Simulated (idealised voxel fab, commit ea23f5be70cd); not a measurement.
Process module under the name voxel gate over fins
The width of the displayed cross-section, cut, is 170 nm; its cells are square, with a size of 5 nm.
Heads up, the way a cross-section reads in here is a grid of square cells, handed over as bands from the top down, with every band being one or more rows of cells.
The band entry comprises the height of the band's top followed by the height of its bottom, expressed in nm, and subsequently the band's materials from left to right, each stated together with its width in nm. Where a single material is marked with the word "everywhere", that material fills the band from edge to edge. The word "blank" represents empty space.
It should be noted that heights are counted from 0, beneath which the wafer as supplied is of one material throughout, and that the lowest band possesses no lower boundary but continues downward, as written in "top 0, no bottom".
The width entry "30 to 40" should be interpreted row by row: the top row of cells in the band takes the first number, the bottom row takes the second number, and the change between adjacent rows is uniform throughout.
The designation "no alteration", where it is given for a processing step, indicates that no cell of the cross-section was altered in the course of that step.
Basically, "Fully sealed voids" tells you about the enclosed voids: empty spaces with no open way to the top, 8 cells or bigger, each written width x height at distance, where distance is from the left edge, all in nm.
Whatever follows a step's settings on its line is a remark the simulator itself makes about that step.
overlay nm: step with mask; distance mask lay right of planned place; negative value = left of planned place.

This section lists the process steps that were planned
step 1: RECEIVE: material Si
step 2: CONFORMAL_DEP: material SiN, thk nm 5
step 3: PATTERN: tone cover, mask id FINS, material resist, width nm 15, pitch nm 60, thk nm 20, overlay nm 0
step 4: DIRECTIONAL_ETCH: etch materials SiN, depth nm 5
step 5: DIRECTIONAL_ETCH: etch materials Si, depth nm 40
step 6: STRIP: etch materials resist
step 7: OXIDIZE: depth nm 5
step 8: FILL_DEP: material SiO2, thk nm 15
step 9: CMP: height nm 5
step 10: DIRECTIONAL_DEP: material aC, thk nm 10
step 11: PATTERN: tone open, mask id RAIL, material resist, width nm 15, thk nm 25, overlay nm 0
step 12: DIRECTIONAL_ETCH: etch materials aC, depth nm 10
step 13: STRIP: etch materials resist
step 14: DIRECTIONAL_ETCH: etch materials SiO2, depth nm 40
step 15: STRIP: etch materials aC
step 16: CONFORMAL_DEP: material TiN, thk nm 5
step 17: FILL_DEP: material W, thk nm 10
step 18: CMP: height nm 5
step 19: SELECTIVE_ETCH: etch materials W Ru TiN, depth nm 20
step 20: FILL_DEP: material SiO2, thk nm 5
step 21: CMP: height nm 5
step 22: SELECTIVE_ETCH: etch materials SiO2, depth nm 15
step 23: STRIP: etch materials SiN
step 24: CONFORMAL_DEP: material HfO2, thk nm 5
step 25: CONFORMAL_DEP: material TiN, thk nm 5
step 26: FILL_DEP: material W, thk nm 15
step 27: CMP: height nm 20
step 28: CONFORMAL_DEP: material SiN, thk nm 10
Variable across wafers: step 2 thk nm (plan value is that of the first wafer; starting state common to all).

The as-received cross-section of the first of several wafers corresponds to the state after step 1
> top 0, no bottom = Si everywhere
> Fully sealed voids: none

Take a look at the first of several wafers in cross-section: the module is done, and step 28 was its last step
> top 30, bottom 20 = SiN everywhere
> top 20, bottom 10 = W everywhere
> top 10, bottom 5 = W=10 / TiN=25 / W=35 / TiN=25 / W=35 / TiN=25 / W=15
> top 5, bottom 0 = W=10 / TiN=5 / HfO2=15 / TiN=5 / W=35 / TiN=5 / HfO2=15 / TiN=5 / W=35 / TiN=5 / HfO2=15 / TiN=5 / W=15
> top 0, bottom -5 = TiN=15 / HfO2=5 / Si=5 / HfO2=5 / TiN=45 / HfO2=5 / Si=5 / HfO2=5 / TiN=45 / HfO2=5 / Si=5 / HfO2=5 / TiN=20
> top -5, bottom -10 = HfO2=20 / Si=5 / HfO2=55 / Si=5 / HfO2=55 / Si=5 / HfO2=25
> top -10, bottom -15 = SiO2=20 / Si=5 / SiO2=55 / Si=5 / SiO2=55 / Si=5 / SiO2=25
> top -15, bottom -30 = SiO2=20 / Si=5 / SiO2=20 / TiN=5 / W=5 / TiN=5 / SiO2=20 / Si=5 / SiO2=55 / Si=5 / SiO2=25
> top -30, bottom -35 = SiO2=20 / Si=5 / SiO2=20 / TiN=15 / SiO2=20 / Si=5 / SiO2=55 / Si=5 / SiO2=25
> top -35, bottom -45 = SiO2=20 / Si=5 / SiO2=55 / Si=5 / SiO2=55 / Si=5 / SiO2=25
> top -45, no bottom = Si everywhere
> Fully sealed voids: none

The module's end: a cross-section of the last wafer
> top 30, bottom 20 = SiN everywhere
> top 20, bottom 10 = W everywhere
> top 10, bottom 5 = TiN everywhere
> top 5, bottom 0 = HfO2 everywhere
> top 0, no bottom = Si everywhere
> Fully sealed voids: none

For your reference, the table is organized with a row per wafer; each row reflects the wafer at the end of the module, indicating for each material the cells gained (+) or lost (-) since receipt, and thereafter its closed voids
thk nm 5, +46 HfO2, -279 Si, +68 SiN, +205 SiO2, +55 TiN, +109 W, Fully sealed voids: none
thk nm 10, +34 HfO2, +68 SiN, +34 TiN, +68 W, Fully sealed voids: none
thk nm 15, +34 HfO2, +68 SiN, +34 TiN, +68 W, Fully sealed voids: none
thk nm 20, +34 HfO2, +68 SiN, +34 TiN, +68 W, Fully sealed voids: none
